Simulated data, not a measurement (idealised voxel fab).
process module | voxel self aligned vias
cross-section cut | 295 nm wide | cells 5 nm
A cross-section is a grid of square cells, given in bands from the top down. A band is one or more rows of cells.
Each band's line starts with the height of the band's top and of its bottom, in nm. Then come its materials from left to right, each with its width in nm. One material with "throughout" fills the band from edge to edge. "air" is empty space.
Height 0 is the level under which the wafer as received is all one material. The lowest band goes on downwards, as in "0 down".
A width such as "30 to 40" changes by the same amount from each row of cells to the next, from the band's top row to its bottom row.
"no change" after a step means that no cell of the cross-section changed.
closed voids: empty space of 8 cells or more with no open way to the top, each as width x height at its distance from the left edge, in nm
after a step's settings: what the simulator itself notes on the step
overlay nm, on a step with a mask: how far to the right of its planned place the mask lay; to the left if negative
plan
1 op RECEIVE | material Si
2 op CONFORMAL_DEP | material SiO2 | thk nm 10
3 op CONFORMAL_DEP | material SiCN | thk nm 5
4 op DIRECTIONAL_DEP | material lowk | thk nm 25
5 op DIRECTIONAL_DEP | material aC | thk nm 10
6 op PATTERN | tone open | mask id LINES | material resist | width nm 25 | pitch nm 50 | thk nm 30 | overlay nm 0
7 op DIRECTIONAL_ETCH | etch materials aC | depth nm 10
8 op STRIP | etch materials resist
9 op DIRECTIONAL_ETCH | etch materials lowk | depth nm 25
10 op STRIP | etch materials aC
11 op CONFORMAL_DEP | material TiN | thk nm 5
12 op FILL_DEP | material Ru | thk nm 5
13 op CMP | height nm 40
14 op SELECTIVE_ETCH | etch materials W Ru TiN | depth nm 5
15 op FILL_DEP | material SiN | thk nm 10
16 op CMP | height nm 40
17 op DIRECTIONAL_DEP | material lowk | thk nm 15
18 op PATTERN | tone open | mask id VIAS | material resist | width nm 35 | thk nm 15 | overlay nm 0
19 op DIRECTIONAL_ETCH | etch materials lowk | depth nm 15
20 op DIRECTIONAL_ETCH | etch materials SiN | depth nm 5
21 op STRIP | etch materials resist
22 op CONFORMAL_DEP | material TiN | thk nm 5
23 op FILL_DEP | material Cu | thk nm 10
24 op CMP | height nm 55
25 op CONFORMAL_DEP | material SiCN | thk nm 5
first wafer, as planned
as received, after step 1
  0 down: Si throughout
  closed voids: none
after step 2
  10 to 0: SiO2 throughout
  below 0: unchanged
after step 3
  15 to 10: SiCN throughout
  below 10: unchanged
after step 4
  40 to 15: lowk throughout
  below 15: unchanged
after step 5
  50 to 40: aC throughout
  below 40: unchanged
after step 6
  80 to 50: resist 110 | air 25 | resist 25 | air 25 | resist 110
  below 50: unchanged
after step 7
  70 to 50: resist 110 | air 25 | resist 25 | air 25 | resist 110
  50 to 40: aC 110 | air 25 | aC 25 | air 25 | aC 110
  below 40: unchanged
after step 8
  50 to 40: aC 110 | air 25 | aC 25 | air 25 | aC 110
  below 40: unchanged
after step 9
  50 to 40: aC 110 | air 25 | aC 25 | air 25 | aC 110
  40 to 15: lowk 110 | air 25 | lowk 25 | air 25 | lowk 110
  below 15: unchanged
after step 10
  40 to 15: lowk 110 | air 25 | lowk 25 | air 25 | lowk 110
  below 15: unchanged
after step 11
  45 to 40: TiN 115 | air 15 | TiN 35 | air 15 | TiN 115
  40 to 20: lowk 110 | TiN 5 | air 15 | TiN 5 | lowk 25 | TiN 5 | air 15 | TiN 5 | lowk 110
  20 to 15: lowk 110 | TiN 25 | lowk 25 | TiN 25 | lowk 110
  below 15: unchanged
after step 12
  50 to 45: Ru throughout
  45 to 40: TiN 115 | Ru 15 | TiN 35 | Ru 15 | TiN 115
  40 to 20: lowk 110 | TiN 5 | Ru 15 | TiN 5 | lowk 25 | TiN 5 | Ru 15 | TiN 5 | lowk 110
  below 20: unchanged
after step 13
  40 to 20: lowk 110 | TiN 5 | Ru 15 | TiN 5 | lowk 25 | TiN 5 | Ru 15 | TiN 5 | lowk 110
  below 20: unchanged
after step 14
  40 to 35: lowk 110 | air 25 | lowk 25 | air 25 | lowk 110
  below 35: unchanged
after step 15
  50 to 40: SiN throughout
  40 to 35: lowk 110 | SiN 25 | lowk 25 | SiN 25 | lowk 110
  below 35: unchanged
after step 16
  40 to 35: lowk 110 | SiN 25 | lowk 25 | SiN 25 | lowk 110
  below 35: unchanged
after step 17
  55 to 40: lowk throughout
  below 40: unchanged
after step 18
  70 to 55: resist 105 | air 35 | resist 155
  below 55: unchanged
after step 19
  70 to 55: resist 105 | air 35 | resist 155
  55 to 40: lowk 105 | air 35 | lowk 155
  below 40: unchanged
after step 20
  70 to 55: resist 105 | air 35 | resist 155
  55 to 40: lowk 105 | air 35 | lowk 155
  40 to 35: lowk 110 | air 25 | lowk 25 | SiN 25 | lowk 110
  below 35: unchanged
after step 21
  55 to 40: lowk 105 | air 35 | lowk 155
  below 40: unchanged
after step 22
  60 to 55: TiN 110 | air 25 | TiN 160
  55 to 45: lowk 105 | TiN 5 | air 25 | TiN 5 | lowk 155
  45 to 40: lowk 105 | TiN 10 | air 15 | TiN 10 | lowk 155
  40 to 35: lowk 110 | TiN 25 | lowk 25 | SiN 25 | lowk 110
  below 35: unchanged
after step 23
  70 to 60: Cu throughout
  60 to 55: TiN 110 | Cu 25 | TiN 160
  55 to 45: lowk 105 | TiN 5 | Cu 25 | TiN 5 | lowk 155
  45 to 40: lowk 105 | TiN 10 | Cu 15 | TiN 10 | lowk 155
  below 40: unchanged
after step 24
  55 to 45: lowk 105 | TiN 5 | Cu 25 | TiN 5 | lowk 155
  below 45: unchanged
after step 25
  60 to 55: SiCN throughout
  below 55: unchanged
second wafer: like start, like plan, one mistake. Through step 17 it matches the first wafer
when step 18 should have ended
  70 to 55: resist 110 | air 35 | resist 150
  below 55: unchanged
when step 19 should have ended
  70 to 55: resist 110 | air 35 | resist 150
  55 to 40: lowk 110 | air 35 | lowk 150
  below 40: unchanged
when step 20 should have ended
  70 to 55: resist 110 | air 35 | resist 150
  55 to 40: lowk 110 | air 35 | lowk 150
  40 to 35: lowk 110 | air 25 | lowk 25 | SiN 25 | lowk 110
  below 35: unchanged
when step 21 should have ended
  55 to 40: lowk 110 | air 35 | lowk 150
  below 40: unchanged
when step 22 should have ended
  60 to 55: TiN 115 | air 25 | TiN 155
  55 to 45: lowk 110 | TiN 5 | air 25 | TiN 5 | lowk 150
  45 to 40: lowk 110 | TiN 5 | air 15 | TiN 15 | lowk 150
  40 to 35: lowk 110 | TiN 25 | lowk 25 | SiN 25 | lowk 110
  below 35: unchanged
when step 23 should have ended
  70 to 60: Cu throughout
  60 to 55: TiN 115 | Cu 25 | TiN 155
  55 to 45: lowk 110 | TiN 5 | Cu 25 | TiN 5 | lowk 150
  45 to 40: lowk 110 | TiN 5 | Cu 15 | TiN 15 | lowk 150
  below 40: unchanged
when step 24 should have ended
  55 to 45: lowk 110 | TiN 5 | Cu 25 | TiN 5 | lowk 150
  below 45: unchanged
when step 25 should have ended
  60 to 55: SiCN throughout
  below 55: unchanged
what went wrong: step 18 ran as: op PATTERN | tone open | mask id VIAS | material resist | width nm 35 | thk nm 15 | overlay nm 5
at the end the second wafer has, in cells: as many of each material as the first, in other places
